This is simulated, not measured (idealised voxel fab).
Herein follows the process module entitled voxel ribs on slabs.
The width of the displayed cross-section, cut, is 195 nm; its cells are square, with a size of 5 nm.
A cross-section in this document is a grid of square cells, and it is written down as bands, the top band listed before the ones below it; a band is made up of one or more rows of cells. A band entry consists of two parts. The first gives the height of the band's top and the height of its bottom, in nm. The rest lists the band's materials from left to right, each with its width in nm. A single material labelled with the word "full width" fills the band from edge to edge, and the word "blank" marks empty space. Heights are expressed relative to 0, this being the level below which the as-received wafer comprises one material exclusively. The lowest band is unbounded in the downward direction and is denoted as in "top 0, no bottom". With a width like "30 to 40", each row of cells in the band differs from the next by the same amount, the top row carrying the first number and the bottom row the second. When a step is marked "nothing got changed", none of the cells in the cross-section changed during that step. Entry "Fully enclosed voids" = empty spaces >= 8 cells with no open way to the top; each as width x height at distance, distance from left edge, all nm. That trailing text on a step's line, after the settings, is the simulator's own remark on the step. "overlay nm", when on a step's line for a step with a mask, measures how far to the right of its planned place the mask lay; a negative measure means to the left.
BELOW IS THE LIST OF PLANNED PROCESS STEPS
step 1: RECEIVE: material Si
step 2: DIRECTIONAL_DEP: material SiO2, thk nm 25
step 3: DIRECTIONAL_DEP: material polySi, thk nm 20
step 4: MASKED_ETCH: tone cover, mask id RIB, width nm 15, etch materials polySi, depth nm 15, overlay nm 0
step 5: DIRECTIONAL_DEP: material aC, thk nm 15
step 6: PATTERN: tone cover, mask id SLAB, material resist, width nm 65, thk nm 35, overlay nm 0
step 7: DIRECTIONAL_ETCH: etch materials aC, depth nm 15
step 8: STRIP: etch materials resist
step 9: DIRECTIONAL_ETCH: etch materials polySi, depth nm 5
step 10: STRIP: etch materials aC
step 11: FILL_DEP: material SiO2, thk nm 20
step 12: CMP: height nm 55
step 13: DIRECTIONAL_DEP: material TiN, thk nm 5
step 14: PATTERN: tone cover, mask id HEATER, material resist, width nm 25, thk nm 20, overlay nm 0
step 15: DIRECTIONAL_ETCH: etch materials TiN, depth nm 5
step 16: STRIP: etch materials resist
step 17: CONFORMAL_DEP: material SiN, thk nm 5
STEP 1 COMPLETE: CROSS-SECTION OF THE WAFER AS RECEIVED
  top 0, no bottom = Si full width
  Fully enclosed voids: none
FINAL WAFER PROFILE IN CROSS-SECTION AFTER THE MODULE, FROM THE SAME START AND PLAN AS ABOVE, WITH ONE MISTAKE MADE DURING PROCESSING
  top 65, bottom 60 = 85 nm blank  30 nm SiN  80 nm blank
  top 60, bottom 55 = 90 nm SiN  20 nm TiN  85 nm SiN
  top 55, bottom 45 = SiO2 full width
  top 45, bottom 30 = 90 nm SiO2  15 nm polySi  90 nm SiO2
  top 30, bottom 25 = 65 nm SiO2  65 nm polySi  65 nm SiO2
  top 25, bottom 0 = SiO2 full width
  top 0, no bottom = Si full width
  Fully enclosed voids: none
What was the processing mistake? step 14 did not use the planned setting and instead ran as PATTERN: tone cover, mask id HEATER, material resist, width nm 20, thk nm 20, overlay nm 0
